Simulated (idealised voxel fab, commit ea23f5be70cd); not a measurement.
Name of the process module below: voxel self aligned vias
Each square cell in cross-section cut measures 5 nm, and the section as a whole is 150 nm wide.
For the purposes of this document, a cross-section shall be understood as a grid of square cells, specified as bands listed in top-to-bottom order, each band consisting of one or more rows of cells.
Top height, bottom height, nm. Materials left to right, width each, nm. Single material + "throughout" = fills band edge to edge. "blank" = empty.
Heights from 0 (as-received wafer is one material below). Bottom band endless downward, as "z 0 and below".
The expression "30 to 40" gives the width at the extremes of the band, the first number at its top row of cells and the second at its bottom row, with the width changing by equal amounts from each row to the next in between.
The designation "no change occurred", where it is given for a processing step, indicates that no cell of the cross-section was altered in the course of that step.
Enclosed voids (no open way to top), threshold 8 cells or more, entry "Completely sealed voids", notation width x height at distance, distance from left edge, nm.
Note: text after step settings on the step line = simulator remark on that step.
overlay nm: for a step with a mask, the amount by which the mask lay right of where it was planned; a negative amount means left of it.
Set out below are the planned steps of the process
1,op RECEIVE | material Si
2,op CONFORMAL_DEP | material SiO2 | thk nm 10
3,op CONFORMAL_DEP | material SiCN | thk nm 5
4,op DIRECTIONAL_DEP | material lowk | thk nm 20
5,op DIRECTIONAL_DEP | material aC | thk nm 15
6,op PATTERN | tone open | mask id LINES | material resist | width nm 30 | pitch nm 65 | thk nm 30 | overlay nm 0
7,op DIRECTIONAL_ETCH | etch materials aC | depth nm 15
8,op STRIP | etch materials resist
9,op DIRECTIONAL_ETCH | etch materials lowk | depth nm 20
10,op STRIP | etch materials aC
11,op CONFORMAL_DEP | material TiN | thk nm 5
12,op FILL_DEP | material Ru | thk nm 10
13,op CMP | height nm 35
14,op SELECTIVE_ETCH | etch materials W Ru TiN | depth nm 10
15,op FILL_DEP | material SiN | thk nm 10
16,op CMP | height nm 35
17,op DIRECTIONAL_DEP | material lowk | thk nm 20
18,op PATTERN | tone open | mask id VIAS | material resist | width nm 40 | thk nm 20 | overlay nm 0
19,op DIRECTIONAL_ETCH | etch materials lowk | depth nm 20
20,op DIRECTIONAL_ETCH | etch materials SiN | depth nm 10
21,op STRIP | etch materials resist
22,op CONFORMAL_DEP | material TiN | thk nm 5
23,op FILL_DEP | material Ru | thk nm 10
24,op CMP | height nm 55
25,op CONFORMAL_DEP | material SiN | thk nm 5
As-received wafer cross-section (after step 1)
- z 0 and below: Si throughout
- Completely sealed voids: none
First wafer of two, sectioned at end of module; run went per plan
- z 60 to 55: SiN throughout
- z 55 to 40: lowk: 20, then TiN: 5, then Ru: 30, then TiN: 5, then lowk: 90
- z 40 to 35: lowk: 20, then TiN: 10, then Ru: 20, then TiN: 10, then lowk: 90
- z 35 to 30: lowk: 25, then TiN: 5, then Ru: 20, then TiN: 5, then lowk: 35, then SiN: 30, then lowk: 30
- z 30 to 25: lowk: 25, then TiN: 30, then lowk: 35, then SiN: 30, then lowk: 30
- z 25 to 20: lowk: 25, then TiN: 5, then Ru: 20, then TiN: 5, then lowk: 35, then TiN: 5, then Ru: 20, then TiN: 5, then lowk: 30
- z 20 to 15: lowk: 25, then TiN: 30, then lowk: 35, then TiN: 30, then lowk: 30
- z 15 to 10: SiCN throughout
- z 10 to 0: SiO2 throughout
- z 0 and below: Si throughout
- Completely sealed voids: none
Cross-section, wafer two of two, end of module: same start and plan as wafer one, one error in execution
- z 60 to 55: SiN throughout
- z 55 to 35: lowk: 20, then TiN: 5, then Ru: 30, then TiN: 5, then lowk: 90
- z 35 to 30: SiN: 20, then TiN: 10, then Ru: 20, then TiN: 10, then SiN: 90
- z 30 to 25: lowk: 25, then TiN: 30, then lowk: 35, then SiN: 30, then lowk: 30
- z 25 to 15: lowk: 25, then TiN: 5, then Ru: 20, then TiN: 5, then lowk: 35, then TiN: 5, then Ru: 20, then TiN: 5, then lowk: 30
- z 15 to 10: lowk: 25, then TiN: 30, then lowk: 35, then TiN: 30, then lowk: 30
- z 10 to 0: SiO2 throughout
- z 0 and below: Si throughout
- Completely sealed voids: none
The mistake made against the process plan was this: no execution of plan step 3; skipped
Final comparison by cell count, materials where the second wafer has more or fewer than the first: Ru: 10 more | SiCN: 30 fewer | SiN: 16 more | TiN: 4 more
